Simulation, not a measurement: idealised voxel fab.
This section sets out a process module, namely voxel wiring stack.
For reference, the cross-section in this document is cut, with width 270 nm and square cells of 5 nm.
Notation: cross-section as square-cell grid; stated in bands, top first, going down; one or more cell rows per band.
Heads up on the band format: heights come first, top then bottom, in nm. After that it's the materials left to right, each with its width in nm. A single material flagged "everywhere" fills the whole band edge to edge, and "empty" means there's empty space there.
Heights are reckoned from 0. Under this level, the received wafer is all of one material. The bottommost band is open-ended downward, for example "0..down".
Read "30..40" as a graded width: first number on top, second number at the bottom, same change between each pair of neighbouring rows.
The cross-section has no changed cell in any step marked "no modification".
Closed-off voids of 8+ cells (no open route to the top) go in "Voids, fully enclosed", written width x height at distance from the left edge, in nm.
Note: text after step settings on the step line = simulator remark on that step.
overlay nm: right-of-plan distance of the mask on a masked step; negative values mean left-of-plan.
plan:
1,RECEIVE (material Si)
2,CONFORMAL_DEP (material SiO2; thk nm 15)
3,CONFORMAL_DEP (material SiCN; thk nm 5)
4,DIRECTIONAL_DEP (material SiO2; thk nm 15)
5,PATTERN (tone open; mask id METAL_1; material resist; width nm 20; pitch nm 45; thk nm 15; overlay nm 0)
6,DIRECTIONAL_ETCH (etch materials SiO2; depth nm 15)
7,DIRECTIONAL_ETCH (etch materials SiCN; depth nm 5)
8,STRIP (etch materials resist)
9,CONFORMAL_DEP (material TiN; thk nm 5)
10,FILL_DEP (material Cu; thk nm 10)
11,CMP (height nm 35)
12,CONFORMAL_DEP (material SiCN; thk nm 5)
13,DIRECTIONAL_DEP (material SiO2; thk nm 35)
14,PATTERN (tone open; mask id METAL_2_HOLES; material resist; width nm 15; pitch nm 90; thk nm 15; overlay nm 0)
15,DIRECTIONAL_ETCH (etch materials SiO2; depth nm 35)
16,STRIP (etch materials resist)
17,PATTERN (tone open; mask id METAL_2; material resist; width nm 20; pitch nm 45; thk nm 15; overlay nm 0)
18,DIRECTIONAL_ETCH (etch materials SiO2; depth nm 20)
19,DIRECTIONAL_ETCH (etch materials SiCN; depth nm 5)
20,STRIP (etch materials resist)
21,CONFORMAL_DEP (material TiN; thk nm 5)
22,FILL_DEP (material Cu; thk nm 5)
23,CMP (height nm 75)
24,CONFORMAL_DEP (material SiCN; thk nm 5)
As-received state of the wafer in cross-section, equivalent to post-step 1:
0..down | Si everywhere
Voids, fully enclosed: none
Cross-sectional image of the first of two wafers at the end of the module, the run having proceeded as planned:
80..75 | SiCN everywhere
75..60 | 80 nm SiO2 / 5 nm TiN / 10 nm Cu / 5 nm TiN / 25 nm SiO2 / 5 nm TiN / 10 nm Cu / 5 nm TiN / 25 nm SiO2 / 5 nm TiN / 10 nm Cu / 5 nm TiN / 80 nm SiO2
60..55 | 80 nm SiO2 / 5 nm TiN / 5 nm Cu / 10 nm TiN / 25 nm SiO2 / 20 nm TiN / 25 nm SiO2 / 5 nm TiN / 5 nm Cu / 10 nm TiN / 80 nm SiO2
55..40 | 80 nm SiO2 / 5 nm TiN / 5 nm Cu / 5 nm TiN / 75 nm SiO2 / 5 nm TiN / 5 nm Cu / 5 nm TiN / 85 nm SiO2
40..35 | 80 nm SiCN / 15 nm TiN / 75 nm SiCN / 15 nm TiN / 85 nm SiCN
35..20 | 80 nm SiO2 / 5 nm TiN / 10 nm Cu / 5 nm TiN / 25 nm SiO2 / 5 nm TiN / 10 nm Cu / 5 nm TiN / 25 nm SiO2 / 5 nm TiN / 10 nm Cu / 5 nm TiN / 80 nm SiO2
20..15 | 80 nm SiCN / 20 nm TiN / 25 nm SiCN / 20 nm TiN / 25 nm SiCN / 20 nm TiN / 80 nm SiCN
15..0 | SiO2 everywhere
0..down | Si everywhere
Voids, fully enclosed: none
Presented here is a cross-section of the second of the two wafers as it stood at the end of the module. It was started in the same manner and assigned the same plan as the first wafer; however, one mistake was made in its execution:
80..75 | SiCN everywhere
75..70 | 80 nm SiCN / 20 nm TiN / 25 nm SiCN / 20 nm TiN / 25 nm SiCN / 20 nm TiN / 80 nm SiCN
70..35 | SiO2 everywhere
35..20 | 80 nm SiO2 / 5 nm TiN / 10 nm Cu / 5 nm TiN / 25 nm SiO2 / 5 nm TiN / 10 nm Cu / 5 nm TiN / 25 nm SiO2 / 5 nm TiN / 10 nm Cu / 5 nm TiN / 80 nm SiO2
20..15 | 80 nm SiCN / 20 nm TiN / 25 nm SiCN / 20 nm TiN / 25 nm SiCN / 20 nm TiN / 80 nm SiCN
15..0 | SiO2 everywhere
0..down | Si everywhere
Voids, fully enclosed: none
Deviation noted in wafer processing: contrary to the plan, steps 12 and 13 were processed in exchanged order
Final cells, second wafer relative to first, materials higher or lower: 26 fewer of Cu, 6 fewer of SiCN, 66 more of SiO2, 34 fewer of TiN
